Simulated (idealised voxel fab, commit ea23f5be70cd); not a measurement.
Title: Process Module voxel capacitor over wiring
In the cross-section labelled cut, the width is 275 nm and each square cell is 5 nm.
Cross-sections here: square-cell grids, written as top-down lists of bands, a band being one or more rows of cells.
For a band, the entry starts with two heights in nm, that of the top and then that of the bottom, and carries on with the band's materials in order from left to right, each alongside its width in nm; the word "all across" beside a single material means it fills the band edge to edge, and "empty" means empty space.
Height reference: 0 = level under which incoming wafer is all one material. Lowest band: no bottom, runs on downward, e.g. "0 -> down".
The notation "30->40" denotes a width that varies across the rows of cells in the band, beginning at the first number in the top row, finishing at the second number in the bottom row, and changing by an identical amount from each row to the next.
Where a step carries "nothing changed", the cross-section came out of it unchanged, cell for cell.
"Trapped voids": sealed empty spaces, 8 cells or more, no open way to top, listed width x height at distance, with distance from the left edge and width, height and distance in nm.
What comes after the settings on a step's line is commentary from the simulator itself on that step.
The "overlay nm" setting may appear on a step's line; for a step that uses a mask, it gives how far to the right of its planned position the mask lay, and a negative value indicates the left.

Process steps (planned):
1,RECEIVE,material Si
2,CONFORMAL_DEP,material SiO2,thk nm 10
3,CONFORMAL_DEP,material SiCN,thk nm 5
4,DIRECTIONAL_DEP,material lowk,thk nm 20
5,MASKED_ETCH,tone open,mask id METAL_1,width nm 30,pitch nm 90,etch materials lowk,depth nm 20,overlay nm -15
6,MASKED_ETCH,tone open,mask id METAL_1,width nm 30,pitch nm 90,etch materials SiCN,depth nm 5,overlay nm 0
7,CONFORMAL_DEP,material TiN,thk nm 5
8,FILL_DEP,material Cu,thk nm 5
9,CMP,height nm 35
10,CONFORMAL_DEP,material SiCN,thk nm 5
11,DIRECTIONAL_DEP,material SiO2,thk nm 15
12,PATTERN,tone open,mask id PLUG_1,material resist,width nm 15,thk nm 20,overlay nm 0
13,DIRECTIONAL_ETCH,etch materials SiO2,depth nm 15
14,DIRECTIONAL_ETCH,etch materials SiCN,depth nm 5
15,STRIP,etch materials resist
16,CONFORMAL_DEP,material TiN,thk nm 5
17,FILL_DEP,material Ru,thk nm 10
18,CMP,height nm 55
19,DIRECTIONAL_DEP,material TiN,thk nm 5
20,DIRECTIONAL_DEP,material SiN,thk nm 5
21,DIRECTIONAL_DEP,material TiN,thk nm 5
22,MASKED_ETCH,tone cover,mask id UPPER_PLATE,width nm 65,etch materials TiN,depth nm 5,overlay nm 0
23,MASKED_ETCH,tone cover,mask id UPPER_PLATE,width nm 65,etch materials SiN,depth nm 5,overlay nm 0
24,PATTERN,tone cover,mask id LOWER_PLATE,material resist,width nm 75,thk nm 15,overlay nm 0
25,DIRECTIONAL_ETCH,etch materials TiN,depth nm 5
26,STRIP,etch materials resist
27,FILL_DEP,material SiO2,thk nm 20
28,CMP,height nm 85
29,MASKED_ETCH,tone open,mask id PLUG_2,width nm 15,etch materials SiO2,depth nm 15,overlay nm 0
30,CONFORMAL_DEP,material TiN,thk nm 5
31,FILL_DEP,material Ru,thk nm 5
32,CMP,height nm 85
33,CONFORMAL_DEP,material SiN,thk nm 5
All wafers enter the flow in the same state. The overlay nm at step 5 differs from wafer to wafer, and the plan gives the value for the first wafer.

Cross-section of the first of several received wafers, showing its state after step 1:
- 0 -> down = Si all across
- Trapped voids: none

End-of-module cross-section, first of several wafers, after last step 33:
- 90 -> 85 = SiN all across
- 85 -> 75 = 100 of SiO2; 5 of TiN; 5 of Ru; 5 of TiN; 160 of SiO2
- 75 -> 65 = 100->90 of SiO2; 15->65 of TiN; 160->120 of SiO2
- 65 -> 60 = 90 of SiO2; 65 of SiN; 120 of SiO2
- 60 -> 55 = 85 of SiO2; 75 of TiN; 115 of SiO2
- 55 -> 40 = 90 of SiO2; 5 of TiN; 5 of Ru; 5 of TiN; 170 of SiO2
- 40 -> 35 = 90 of SiCN; 15 of TiN; 170 of SiCN
- 35 -> 20 = 60 of lowk; 5 of TiN; 20 of Cu; 5 of TiN; 60 of lowk; 5 of TiN; 20 of Cu; 5 of TiN; 95 of lowk
- 20 -> 15 = 60 of lowk; 20 of TiN; 5 of Cu; 5 of TiN; 60 of lowk; 20 of TiN; 5 of Cu; 5 of TiN; 95 of lowk
- 15 -> 10 = 75 of SiCN; 15 of TiN; 75 of SiCN; 15 of TiN; 95 of SiCN
- 10 -> 0 = SiO2 all across
- 0 -> down = Si all across
- Trapped voids: none

Cross-section of the final wafer among several, taken at the end of the module:
- 90 -> 85 = SiN all across
- 85 -> 75 = 100 of SiO2; 5 of TiN; 5 of Ru; 5 of TiN; 160 of SiO2
- 75 -> 65 = 100->90 of SiO2; 15->65 of TiN; 160->120 of SiO2
- 65 -> 60 = 90 of SiO2; 65 of SiN; 120 of SiO2
- 60 -> 55 = 85 of SiO2; 75 of TiN; 115 of SiO2
- 55 -> 40 = 90 of SiO2; 5 of TiN; 5 of Ru; 5 of TiN; 170 of SiO2
- 40 -> 35 = 90 of SiCN; 15 of TiN; 170 of SiCN
- 35 -> 20 = 90 of lowk; 5 of TiN; 20 of Cu; 5 of TiN; 60 of lowk; 5 of TiN; 20 of Cu; 5 of TiN; 65 of lowk
- 20 -> 15 = 90 of lowk; 5 of TiN; 5 of Cu; 20 of TiN; 60 of lowk; 5 of TiN; 5 of Cu; 20 of TiN; 65 of lowk
- 15 -> 10 = 90 of SiCN; 15 of TiN; 75 of SiCN; 15 of TiN; 80 of SiCN
- 10 -> 0 = SiO2 all across
- 0 -> down = Si all across
- Trapped voids: none

Gained (+) or lost (-) cells of each material since receipt, then closed voids: one row per wafer, at the end of the module:
overlay nm -15; +26 Cu; +5 Ru; +101 SiCN; +68 SiN; +546 SiO2; +72 TiN; +172 lowk; Trapped voids: none
overlay nm -10; +28 Cu; +5 Ru; +99 SiCN; +68 SiN; +546 SiO2; +72 TiN; +172 lowk; Trapped voids: none
overlay nm -5; +30 Cu; +5 Ru; +97 SiCN; +68 SiN; +546 SiO2; +72 TiN; +172 lowk; Trapped voids: none
overlay nm 0; +32 Cu; +5 Ru; +95 SiCN; +68 SiN; +546 SiO2; +72 TiN; +172 lowk; Trapped voids: none
overlay nm 5; +30 Cu; +5 Ru; +97 SiCN; +68 SiN; +546 SiO2; +72 TiN; +172 lowk; Trapped voids: none
overlay nm 10; +28 Cu; +5 Ru; +99 SiCN; +68 SiN; +546 SiO2; +72 TiN; +172 lowk; Trapped voids: none
overlay nm 15; +26 Cu; +5 Ru; +101 SiCN; +68 SiN; +546 SiO2; +72 TiN; +172 lowk; Trapped voids: none
